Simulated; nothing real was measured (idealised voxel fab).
process module | voxel gate over fins
cross-section cut | 275 nm wide | cells 5 nm
A cross-section is a grid of square cells, given in bands from the top down. A band is one or more rows of cells.
Each band's line starts with the height of the band's top and of its bottom, in nm. Then come its materials from left to right, each with its width in nm. One material with "throughout" fills the band from edge to edge. "air" is empty space.
Height 0 is the level under which the wafer as received is all one material. The lowest band goes on downwards, as in "0 down".
A width such as "30 to 40" changes by the same amount from each row of cells to the next, from the band's top row to its bottom row.
"no change" after a step means that no cell of the cross-section changed.
closed voids: empty space of 8 cells or more with no open way to the top, each as width x height at its distance from the left edge, in nm
after a step's settings: what the simulator itself notes on the step
overlay nm, on a step with a mask: how far to the right of its planned place the mask lay; to the left if negative
Each pair below shows a cross-section before one step and the cross-section after it, down to the lowest band that changed. The line under each pair gives the step between them, with its settings. The pairs can come from different runs of this module on the same starting wafer, so a pair continues from the pair above only where its "before" says so.
before
  20 to 15: air 80 | TiN 110 | air 85
  15 to 10: air 80 | TiN 5 | TiAl 45 | TiN 10 | TiAl 45 | TiN 5 | air 85
  10 to 5: air 80 | TiN 5 | TiAl 5 | TiN 35 | TiAl 5 | TiN 10 | TiAl 5 | TiN 35 | TiAl 5 | TiN 5 | air 85
  5 to 0: TiN 85 | TiAl 5 | TiN 5 | HfO2 25 | TiN 5 | TiAl 5 | TiN 10 | TiAl 5 | TiN 5 | HfO2 25 | TiN 5 | TiAl 5 | TiN 90
  0 to -5: TiAl 90 | TiN 5 | HfO2 5 | Si 15 | HfO2 5 | TiN 5 | TiAl 20 | TiN 5 | HfO2 5 | Si 15 | HfO2 5 | TiN 5 | TiAl 95
  -5 to -10: TiN 95 | HfO2 5 | Si 15 | HfO2 5 | TiN 30 | HfO2 5 | Si 15 | HfO2 5 | TiN 100
  -10 to -15: HfO2 100 | Si 15 | HfO2 40 | Si 15 | HfO2 105
  -15 to -20: SiO2 100 | Si 15 | SiO2 40 | Si 15 | SiO2 105
  -20 to -25: W 95 | TiN 5 | Si 15 | TiN 10 | SiO2 15 | TiN 5 | W 5 | TiN 5 | Si 15 | TiN 5 | W 100
  -25 to -30: TiN 100 | Si 15 | TiN 10 | SiO2 15 | TiN 15 | Si 15 | TiN 105
  -30 to -35: SiO2 100 | Si 15 | SiO2 40 | Si 15 | SiO2 105
  -35 down: Si throughout
  closed voids: none
after
  30 to 20: W throughout
  20 to 15: W 80 | TiN 110 | W 85
  15 to 10: W 80 | TiN 5 | TiAl 45 | TiN 10 | TiAl 45 | TiN 5 | W 85
  10 to 5: W 80 | TiN 5 | TiAl 5 | TiN 35 | TiAl 5 | TiN 10 | TiAl 5 | TiN 35 | TiAl 5 | TiN 5 | W 85
  below 5: unchanged
  closed voids: none
the step between: op FILL_DEP | material W | thk nm 10
before: the cross-section after the pair above
after
  25 to 20: W throughout
  below 20: unchanged
  closed voids: none
the step between: op CMP | height nm 25
before: the cross-section after the pair above
after
  35 to 25: SiN throughout
  below 25: unchanged
  closed voids: none
the step between: op CONFORMAL_DEP | material SiN | thk nm 10
